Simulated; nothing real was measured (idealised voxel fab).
The name of this process module is voxel lift off.
Cross-section cut spans 215 nm and uses square cells 5 nm in size.
In this document a cross-section is written as a grid of square cells. It is given as a series of bands, listed from the top down, and a band is one or more rows of cells.
First you get the band's top height and its bottom height, in nm, and then the materials it's made of, left to right, with each width in nm. If you see a single material with "all across", that one covers the band edge to edge. "empty" is empty space.
Height is counted from the level 0, under which the received wafer is composed throughout of one material. The lowest of the bands is not closed at the bottom but continues downward, in the notation "top 0, no bottom".
The expression "30->40" gives the width at the extremes of the band, the first number at its top row of cells and the second at its bottom row, with the width changing by equal amounts from each row to the next in between.
Step marked "stayed the same"? Then no cell in the cross-section changed in it.
Look at "Cavities, sealed" for the closed voids: empty spaces with no open path to the top, sized 8 cells or up. Each is width x height at distance, distance from the left edge, all nm.
What comes after the settings on a step's line is commentary from the simulator itself on that step.
You can add "overlay nm" to a step's line. For a step with a mask, it describes how far the mask lay to the right of its planned position, and a negative number describes a lay to the left.
-- Planned step list for the process
- 1: RECEIVE, material Si
- 2: CONFORMAL_DEP, material Al2O3, thk nm 10
- 3: PATTERN, tone open, mask id LINES, material resist, width nm 25, pitch nm 45, thk nm 25, overlay nm 0
- 4: DIRECTIONAL_DEP, material Ru, thk nm 15
- 5: STRIP, etch materials resist
- 6: CONFORMAL_DEP, material SiCN, thk nm 5
-- First wafer out of two, processed as planned
-- Incoming wafer, cross-sectional view, post step 1
* top 0, no bottom  Si all across
* Cavities, sealed: none
-- Wafer section view after processing step 2
* top 10, bottom 0  Al2O3 all across
* All layers under 0 are left as they were.
-- Wafer section view after processing step 3
* top 35, bottom 10  resist 25  empty 25  resist 20  empty 25  resist 20  empty 25  resist 20  empty 25  resist 30
* All layers under 10 are left as they were.
-- Wafer section view after processing step 4
* top 50, bottom 35  Ru 25  empty 25  Ru 20  empty 25  Ru 20  empty 25  Ru 20  empty 25  Ru 30
* top 35, bottom 25  resist 25  empty 25  resist 20  empty 25  resist 20  empty 25  resist 20  empty 25  resist 30
* top 25, bottom 10  resist 25  Ru 25  resist 20  Ru 25  resist 20  Ru 25  resist 20  Ru 25  resist 30
* All layers under 10 are left as they were.
-- Wafer section view after processing step 5
* top 25, bottom 10  empty 25  Ru 25  empty 20  Ru 25  empty 20  Ru 25  empty 20  Ru 25  empty 30
* All layers under 10 are left as they were.
-- Wafer section view after processing step 6
* top 30, bottom 25  empty 20  SiCN 35  empty 10  SiCN 35  empty 10  SiCN 35  empty 10  SiCN 35  empty 25
* top 25, bottom 15  empty 20  SiCN 5  Ru 25  SiCN 5  empty 10  SiCN 5  Ru 25  SiCN 5  empty 10  SiCN 5  Ru 25  SiCN 5  empty 10  SiCN 5  Ru 25  SiCN 5  empty 25
* top 15, bottom 10  SiCN 25  Ru 25  SiCN 20  Ru 25  SiCN 20  Ru 25  SiCN 20  Ru 25  SiCN 30
* All layers under 10 are left as they were.
-- Wafer two. Same start, same plan, one slip in execution. Same as wafer one through step 2, inclusive
-- Second wafer cross-section, taken as of the time the plan sets for step 3 to be done
* top 35, bottom 10  resist 30  empty 15  resist 30  empty 15  resist 30  empty 15  resist 30  empty 15  resist 35
* All layers under 10 are left as they were.
-- Second wafer cross-section, taken as of the time the plan sets for step 4 to be done
* top 50, bottom 35  Ru 30  empty 15  Ru 30  empty 15  Ru 30  empty 15  Ru 30  empty 15  Ru 35
* top 35, bottom 25  resist 30  empty 15  resist 30  empty 15  resist 30  empty 15  resist 30  empty 15  resist 35
* top 25, bottom 10  resist 30  Ru 15  resist 30  Ru 15  resist 30  Ru 15  resist 30  Ru 15  resist 35
* All layers under 10 are left as they were.
-- Second wafer cross-section, taken as of the time the plan sets for step 5 to be done
* top 25, bottom 10  empty 30  Ru 15  empty 30  Ru 15  empty 30  Ru 15  empty 30  Ru 15  empty 35
* All layers under 10 are left as they were.
-- Second wafer cross-section, taken as of the time the plan sets for step 6 to be done
* top 30, bottom 25  empty 25  SiCN 25  empty 20  SiCN 25  empty 20  SiCN 25  empty 20  SiCN 25  empty 30
* top 25, bottom 15  empty 25  SiCN 5  Ru 15  SiCN 5  empty 20  SiCN 5  Ru 15  SiCN 5  empty 20  SiCN 5  Ru 15  SiCN 5  empty 20  SiCN 5  Ru 15  SiCN 5  empty 30
* top 15, bottom 10  SiCN 30  Ru 15  SiCN 30  Ru 15  SiCN 30  Ru 15  SiCN 30  Ru 15  SiCN 35
* All layers under 10 are left as they were.
Here's what went sideways: step 3: run off-plan, actual operation and settings PATTERN, tone open, mask id LINES, material resist, width nm 15, pitch nm 45, thk nm 25, overlay nm 0
Count the cells at the end and the second wafer has more or fewer of some materials than the first: 24 fewer of Ru
